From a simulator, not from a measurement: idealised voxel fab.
Herein follows the process module entitled voxel ribs on slabs.
275 nm wide, 5 nm square cells: that's cross-section cut.
In this document a cross-section is written as a grid of square cells. It is given as a series of bands, listed from the top down, and a band is one or more rows of cells.
Band: top height; bottom height; in nm. Then, left to right: material with width in nm, for each material. "full width": a single material spanning edge to edge. "air": empty space.
It should be noted that heights are counted from 0, beneath which the wafer as supplied is of one material throughout, and that the lowest band possesses no lower boundary but continues downward, as written in "0 nm and below".
The two numbers in a width such as "30->40" mark its ends across the band: the first belongs to the top row of cells, the second to the bottom row, and from each row to the next the width moves by the same amount.
"no alteration" means the step left every cell of the cross-section as it was.
Closed empty spaces (no open way to the top) of 8 cells or more are what "Voids, fully enclosed" lists, each as width x height at distance from the left edge, nm for all three.
What comes after the settings on a step's line is commentary from the simulator itself on that step.
Among the settings permitted on a step's line is "overlay nm"; applied to a step with a mask, it specifies the extent to which the mask lay to the right of its planned position, whereas a negative figure signifies a position to the left.

List of planned process steps:
1,RECEIVE | material Si
2,DIRECTIONAL_DEP | material SiO2 | thk nm 20
3,DIRECTIONAL_DEP | material SiN | thk nm 20
4,MASKED_ETCH | tone cover | mask id RIB | width nm 25 | etch materials SiN | depth nm 10 | overlay nm 0
5,MASKED_ETCH | tone cover | mask id SLAB | width nm 55 | etch materials SiN | depth nm 10 | overlay nm 0
6,FILL_DEP | material SiO2 | thk nm 25
7,CMP | height nm 60
8,DIRECTIONAL_DEP | material TiN | thk nm 5
9,PATTERN | tone cover | mask id HEATER | material resist | width nm 35 | thk nm 20 | overlay nm 0
10,DIRECTIONAL_ETCH | etch materials TiN | depth nm 5
11,STRIP | etch materials resist
12,CONFORMAL_DEP | material SiN | thk nm 10

Below: the first of two wafers, run as planned:

Cross-section of the wafer upon arrival, representing the state reached after step 1:
- 0 nm and below  Si full width
- Voids, fully enclosed: none

The following cross-section depicts the wafer upon completion of step 2:
- 20 nm to 0 nm  SiO2 full width
- Nothing below the height 0 has changed.

The following cross-section depicts the wafer upon completion of step 3:
- 40 nm to 20 nm  SiN full width
- Nothing below the height 20 has changed.

The following cross-section depicts the wafer upon completion of step 4:
- 40 nm to 30 nm  125 nm air | 25 nm SiN | 125 nm air
- Nothing below the height 30 has changed.

The following cross-section depicts the wafer upon completion of step 5:
- 40 nm to 30 nm  125 nm air | 25 nm SiN | 125 nm air
- 30 nm to 20 nm  110 nm air | 55 nm SiN | 110 nm air
- Nothing below the height 20 has changed.

The following cross-section depicts the wafer upon completion of step 6:
- 65 nm to 40 nm  SiO2 full width
- 40 nm to 30 nm  125 nm SiO2 | 25 nm SiN | 125 nm SiO2
- 30 nm to 20 nm  110 nm SiO2 | 55 nm SiN | 110 nm SiO2
- Nothing below the height 20 has changed.

The following cross-section depicts the wafer upon completion of step 7:
- 60 nm to 40 nm  SiO2 full width
- Nothing below the height 40 has changed.

The following cross-section depicts the wafer upon completion of step 8:
- 65 nm to 60 nm  TiN full width
- Nothing below the height 60 has changed.

The following cross-section depicts the wafer upon completion of step 9:
- 85 nm to 65 nm  120 nm air | 35 nm resist | 120 nm air
- Nothing below the height 65 has changed.

The following cross-section depicts the wafer upon completion of step 10:
- 85 nm to 65 nm  120 nm air | 35 nm resist | 120 nm air
- 65 nm to 60 nm  120 nm air | 35 nm TiN | 120 nm air
- Nothing below the height 60 has changed.

The following cross-section depicts the wafer upon completion of step 11:
- 65 nm to 60 nm  120 nm air | 35 nm TiN | 120 nm air
- Nothing below the height 60 has changed.

The following cross-section depicts the wafer upon completion of step 12:
- 75 nm to 70 nm  110 nm air | 55 nm SiN | 110 nm air
- 70 nm to 65 nm  SiN full width
- 65 nm to 60 nm  120 nm SiN | 35 nm TiN | 120 nm SiN
- Nothing below the height 60 has changed.

Second Wafer (Identical Start and Plan, One Processing Error; Matches First Wafer Through Step 4):

Second wafer, cross-section, planned end of step 5:
- 40 nm to 30 nm  125 nm air | 25 nm SiN | 125 nm air
- 30 nm to 20 nm  115 nm air | 45 nm SiN | 115 nm air
- Nothing below the height 20 has changed.

Second wafer, cross-section, planned end of step 6:
- 65 nm to 40 nm  SiO2 full width
- 40 nm to 30 nm  125 nm SiO2 | 25 nm SiN | 125 nm SiO2
- 30 nm to 20 nm  115 nm SiO2 | 45 nm SiN | 115 nm SiO2
- Nothing below the height 20 has changed.

Second wafer, cross-section, planned end of step 7:
- 60 nm to 40 nm  SiO2 full width
- Nothing below the height 40 has changed.

Second wafer, cross-section, planned end of step 8:
- 65 nm to 60 nm  TiN full width
- Nothing below the height 60 has changed.

Second wafer, cross-section, planned end of step 9:
- 85 nm to 65 nm  120 nm air | 35 nm resist | 120 nm air
- Nothing below the height 65 has changed.

Second wafer, cross-section, planned end of step 10:
- 85 nm to 65 nm  120 nm air | 35 nm resist | 120 nm air
- 65 nm to 60 nm  120 nm air | 35 nm TiN | 120 nm air
- Nothing below the height 60 has changed.

Second wafer, cross-section, planned end of step 11:
- 65 nm to 60 nm  120 nm air | 35 nm TiN | 120 nm air
- Nothing below the height 60 has changed.

Second wafer, cross-section, planned end of step 12:
- 75 nm to 70 nm  110 nm air | 55 nm SiN | 110 nm air
- 70 nm to 65 nm  SiN full width
- 65 nm to 60 nm  120 nm SiN | 35 nm TiN | 120 nm SiN
- Nothing below the height 60 has changed.
Want to know what went wrong? step 5 did not use the planned setting and instead ran as MASKED_ETCH | tone cover | mask id SLAB | width nm 45 | etch materials SiN | depth nm 10 | overlay nm 0
at the end the second wafer has, in cells: 4 fewer of SiN; 4 more of SiO2
